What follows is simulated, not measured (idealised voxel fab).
Proc. module: voxel wiring stack
This is section cut - it's 240 nm across, gridded in 5 nm square cells.
Square cells in a grid make up a cross-section in this document, and the grid is given as bands, listed from the top down, each one or more rows of cells. Heights first: top, then bottom, in nm. Then materials, left to right, each with a width in nm. "edge to edge" on a single material: fills the band edge to edge. "blank": empty space. Convention: height 0 is the level below which the wafer, as received, is all one material. The lowest band does not terminate at the bottom but continues downward, represented as "0..down". So if you see something like "30->40" for the width, read it as the top row of the band sitting at the first number and the bottom row at the second, with every row in between moving by the same amount as the last. "no modification" after a step means that no cell of the cross-section changed. Reported under the label "Closed-off voids" are the empty spaces having no open way to the top and comprising 8 cells or more; the notation for each is width x height at distance, in which the distance is measured from the left edge and all three values are in nm. It should be noted that, on the line of a given step, the content following the step's settings is a remark produced by the simulator itself with respect to that step. On any step carrying a mask, the "overlay nm" setting, if present on the step's line, tells how far right of its planned place the mask lay; negative values point to the left. Each of the pairs that make up the rest of this document says: here is the cross-section before one process step, here is the cross-section after it, drawn only down to the lowest band that changed, and here, under the pair, is the step lying between them with its settings. Different pairs may come from different runs of this module on the same starting wafer, so a pair continues from the pair above it only where its entry headed "Ex-ante state" says so.
Ex-ante state:
- 110..90 = SiO2: 60, blank: 25, SiO2: 20, blank: 25, SiO2: 20, blank: 25, SiO2: 65
- 90..75 = SiO2: 60, blank: 15, SiO2: 75, blank: 15, SiO2: 75
- 75..70 = SiCN: 60, blank: 15, SiCN: 75, blank: 15, SiCN: 75
- 70..60 = Cu edge to edge
- 60..55 = Cu: 55, TiN: 25, Cu: 65, TiN: 25, Cu: 70
- 55..50 = Cu: 55, TiN: 5, SiO2: 15, TiN: 5, Cu: 65, TiN: 5, SiO2: 15, TiN: 5, Cu: 70
- 50..45 = TiN: 60, SiO2: 15, TiN: 35, Cu: 15, TiN: 25, SiO2: 15, TiN: 75
- 45..40 = SiCN: 75, TiN: 10, SiCN: 20, TiN: 25, SiCN: 35, TiN: 10, SiCN: 65
- 40..20 = SiO2: 60, W: 25, SiO2: 20, W: 25, SiO2: 20, W: 25, SiO2: 65
- 20..15 = SiO2: 60, TiN: 25, SiO2: 20, TiN: 25, SiO2: 20, TiN: 25, SiO2: 65
- 15..0 = SiO2 edge to edge
- 0..down = Si edge to edge
- Closed-off voids: none
Cut View, Post-Step:
- 115..110 = TiN: 65, blank: 15, TiN: 30, blank: 15, TiN: 30, blank: 15, TiN: 70
- 110..95 = SiO2: 60, TiN: 5, blank: 15, TiN: 5, SiO2: 20, TiN: 5, blank: 15, TiN: 5, SiO2: 20, TiN: 5, blank: 15, TiN: 5, SiO2: 65
- 95..90 = SiO2: 60, TiN: 5, blank: 5, TiN: 15, SiO2: 20, TiN: 25, SiO2: 20, TiN: 5, blank: 5, TiN: 15, SiO2: 65
- 90..75 = SiO2: 60, TiN: 5, blank: 5, TiN: 5, SiO2: 75, TiN: 5, blank: 5, TiN: 5, SiO2: 75
- 75..70 = SiCN: 60, TiN: 15, SiCN: 75, TiN: 15, SiCN: 75
- below 70: unchanged
- Closed-off voids: none
In between the cross-sections above, the run called for CONFORMAL_DEP,material TiN,thk nm 5
Ex-ante state: the wafer arrives at this step looking as the after cross-section in the pair just above shows it.
Cut View, Post-Step:
- 125..115 = Ru edge to edge
- 115..110 = TiN: 65, Ru: 15, TiN: 30, Ru: 15, TiN: 30, Ru: 15, TiN: 70
- 110..95 = SiO2: 60, TiN: 5, Ru: 15, TiN: 5, SiO2: 20, TiN: 5, Ru: 15, TiN: 5, SiO2: 20, TiN: 5, Ru: 15, TiN: 5, SiO2: 65
- 95..90 = SiO2: 60, TiN: 5, Ru: 5, TiN: 15, SiO2: 20, TiN: 25, SiO2: 20, TiN: 5, Ru: 5, TiN: 15, SiO2: 65
- 90..75 = SiO2: 60, TiN: 5, Ru: 5, TiN: 5, SiO2: 75, TiN: 5, Ru: 5, TiN: 5, SiO2: 75
- below 75: unchanged
- Closed-off voids: none
In between the cross-sections above, the run called for FILL_DEP,material Ru,thk nm 10
Ex-ante state: the wafer arrives at this step looking as the after cross-section in the pair just above shows it.
Cut View, Post-Step:
- 110..95 = SiO2: 60, TiN: 5, Ru: 15, TiN: 5, SiO2: 20, TiN: 5, Ru: 15, TiN: 5, SiO2: 20, TiN: 5, Ru: 15, TiN: 5, SiO2: 65
- below 95: unchanged
- Closed-off voids: none
In between the cross-sections above, the run called for CMP,height nm 110
Ex-ante state: the wafer arrives at this step looking as the after cross-section in the pair just above shows it.
Cut View, Post-Step:
- 115..110 = SiCN edge to edge
- below 110: unchanged
- Closed-off voids: none
In between the cross-sections above, the run called for CONFORMAL_DEP,material SiCN,thk nm 5
Ex-ante state: the wafer arrives at this step looking as the after cross-section in the pair just above shows it.
Cut View, Post-Step:
- 140..115 = SiO2 edge to edge
- below 115: unchanged
- Closed-off voids: none
In between the cross-sections above, the run called for DIRECTIONAL_DEP,material SiO2,thk nm 25
Ex-ante state: the wafer arrives at this step looking as the after cross-section in the pair just above shows it.
Cut View, Post-Step:
- 155..140 = aC edge to edge
- below 140: unchanged
- Closed-off voids: none
In between the cross-sections above, the run called for DIRECTIONAL_DEP,material aC,thk nm 15
Ex-ante state: the wafer arrives at this step looking as the after cross-section in the pair just above shows it.
Cut View, Post-Step:
- 185..155 = resist: 60, blank: 25, resist: 20, blank: 25, resist: 20, blank: 25, resist: 65
- below 155: unchanged
- Closed-off voids: none
In between the cross-sections above, the run called for PATTERN,tone open,mask id METAL_4,material resist,width nm 25,pitch nm 45,thk nm 30,overlay nm 0
Ex-ante state: the wafer arrives at this step looking as the after cross-section in the pair just above shows it.
Cut View, Post-Step:
- 170..155 = resist: 60, blank: 25, resist: 20, blank: 25, resist: 20, blank: 25, resist: 65
- 155..140 = aC: 60, blank: 25, aC: 20, blank: 25, aC: 20, blank: 25, aC: 65
- below 140: unchanged
- Closed-off voids: none
In between the cross-sections above, the run called for DIRECTIONAL_ETCH,etch materials aC,depth nm 15
Ex-ante state: the wafer arrives at this step looking as the after cross-section in the pair just above shows it.
Cut View, Post-Step:
- 155..140 = aC: 60, blank: 25, aC: 20, blank: 25, aC: 20, blank: 25, aC: 65
- below 140: unchanged
- Closed-off voids: none
In between the cross-sections above, the run called for STRIP,etch materials resist
Ex-ante state: the wafer arrives at this step looking as the after cross-section in the pair just above shows it.
Cut View, Post-Step:
- 155..140 = aC: 60, blank: 25, aC: 20, blank: 25, aC: 20, blank: 25, aC: 65
- 140..125 = SiO2: 60, blank: 25, SiO2: 20, blank: 25, SiO2: 20, blank: 25, SiO2: 65
- below 125: unchanged
- Closed-off voids: none
In between the cross-sections above, the run called for DIRECTIONAL_ETCH,etch materials SiO2,depth nm 15
Ex-ante state: the wafer arrives at this step looking as the after cross-section in the pair just above shows it.
Cut View, Post-Step:
- 140..125 = SiO2: 60, blank: 25, SiO2: 20, blank: 25, SiO2: 20, blank: 25, SiO2: 65
- below 125: unchanged
- Closed-off voids: none
In between the cross-sections above, the run called for STRIP,etch materials aC
Ex-ante state: the wafer arrives at this step looking as the after cross-section in the pair just above shows it.
Cut View, Post-Step:
- 160..140 = resist: 60, blank: 15, resist: 75, blank: 15, resist: 75
- 140..125 = SiO2: 60, blank: 15, resist: 10, SiO2: 20, resist: 25, SiO2: 20, blank: 15, resist: 10, SiO2: 65
- below 125: unchanged
- Closed-off voids: none
In between the cross-sections above, the run called for PATTERN,tone open,mask id METAL_4_HOLES,material resist,width nm 15,pitch nm 90,thk nm 20,overlay nm 0
Ex-ante state: the wafer arrives at this step looking as the after cross-section in the pair just above shows it.
Cut View, Post-Step:
- 160..140 = resist: 60, blank: 15, resist: 75, blank: 15, resist: 75
- 140..125 = SiO2: 60, blank: 15, resist: 10, SiO2: 20, resist: 25, SiO2: 20, blank: 15, resist: 10, SiO2: 65
- 125..115 = SiO2: 60, blank: 15, SiO2: 75, blank: 15, SiO2: 75
- below 115: unchanged
- Closed-off voids: none
In between the cross-sections above, the run called for DIRECTIONAL_ETCH,etch materials SiO2,depth nm 10
Ex-ante state: the wafer arrives at this step looking as the after cross-section in the pair just above shows it.
Cut View, Post-Step:
- 160..140 = resist: 60, blank: 15, resist: 75, blank: 15, resist: 75
- 140..125 = SiO2: 60, blank: 15, resist: 10, SiO2: 20, resist: 25, SiO2: 20, blank: 15, resist: 10, SiO2: 65
- 125..115 = SiO2: 60, blank: 15, SiO2: 75, blank: 15, SiO2: 75
- 115..110 = SiCN: 60, blank: 15, SiCN: 75, blank: 15, SiCN: 75
- below 110: unchanged
- Closed-off voids: none
In between the cross-sections above, the run called for DIRECTIONAL_ETCH,etch materials SiCN,depth nm 5
Ex-ante state: the wafer arrives at this step looking as the after cross-section in the pair just above shows it.
Cut View, Post-Step:
- 140..125 = SiO2: 60, blank: 25, SiO2: 20, blank: 25, SiO2: 20, blank: 25, SiO2: 65
- below 125: unchanged
- Closed-off voids: none
In between the cross-sections above, the run called for STRIP,etch materials resist
Ex-ante state: the wafer arrives at this step looking as the after cross-section in the pair just above shows it.
Cut View, Post-Step:
- 145..140 = TiN: 65, blank: 15, TiN: 30, blank: 15, TiN: 30, blank: 15, TiN: 70
- 140..130 = SiO2: 60, TiN: 5, blank: 15, TiN: 5, SiO2: 20, TiN: 5, blank: 15, TiN: 5, SiO2: 20, TiN: 5, blank: 15, TiN: 5, SiO2: 65
- 130..125 = SiO2: 60, TiN: 5, blank: 5, TiN: 15, SiO2: 20, TiN: 25, SiO2: 20, TiN: 5, blank: 5, TiN: 15, SiO2: 65
- 125..115 = SiO2: 60, TiN: 5, blank: 5, TiN: 5, SiO2: 75, TiN: 5, blank: 5, TiN: 5, SiO2: 75
- 115..110 = SiCN: 60, TiN: 15, SiCN: 75, TiN: 15, SiCN: 75
- below 110: unchanged
- Closed-off voids: none
In between the cross-sections above, the run called for CONFORMAL_DEP,material TiN,thk nm 5
Ex-ante state: the wafer arrives at this step looking as the after cross-section in the pair just above shows it.
Cut View, Post-Step:
- 155..145 = Cu edge to edge
- 145..140 = TiN: 65, Cu: 15, TiN: 30, Cu: 15, TiN: 30, Cu: 15, TiN: 70
- 140..130 = SiO2: 60, TiN: 5, Cu: 15, TiN: 5, SiO2: 20, TiN: 5, Cu: 15, TiN: 5, SiO2: 20, TiN: 5, Cu: 15, TiN: 5, SiO2: 65
- 130..125 = SiO2: 60, TiN: 5, Cu: 5, TiN: 15, SiO2: 20, TiN: 25, SiO2: 20, TiN: 5, Cu: 5, TiN: 15, SiO2: 65
- 125..115 = SiO2: 60, TiN: 5, Cu: 5, TiN: 5, SiO2: 75, TiN: 5, Cu: 5, TiN: 5, SiO2: 75
- below 115: unchanged
- Closed-off voids: none
In between the cross-sections above, the run called for FILL_DEP,material Cu,thk nm 10
Ex-ante state: the wafer arrives at this step looking as the after cross-section in the pair just above shows it.
Cut View, Post-Step:
- 140..130 = SiO2: 60, TiN: 5, Cu: 15, TiN: 5, SiO2: 20, TiN: 5, Cu: 15, TiN: 5, SiO2: 20, TiN: 5, Cu: 15, TiN: 5, SiO2: 65
- below 130: unchanged
- Closed-off voids: none
In between the cross-sections above, the run called for CMP,height nm 140
Ex-ante state: the wafer arrives at this step looking as the after cross-section in the pair just above shows it.
Cut View, Post-Step:
- 145..140 = SiN edge to edge
- below 140: unchanged
- Closed-off voids: none
In between the cross-sections above, the run called for CONFORMAL_DEP,material SiN,thk nm 5
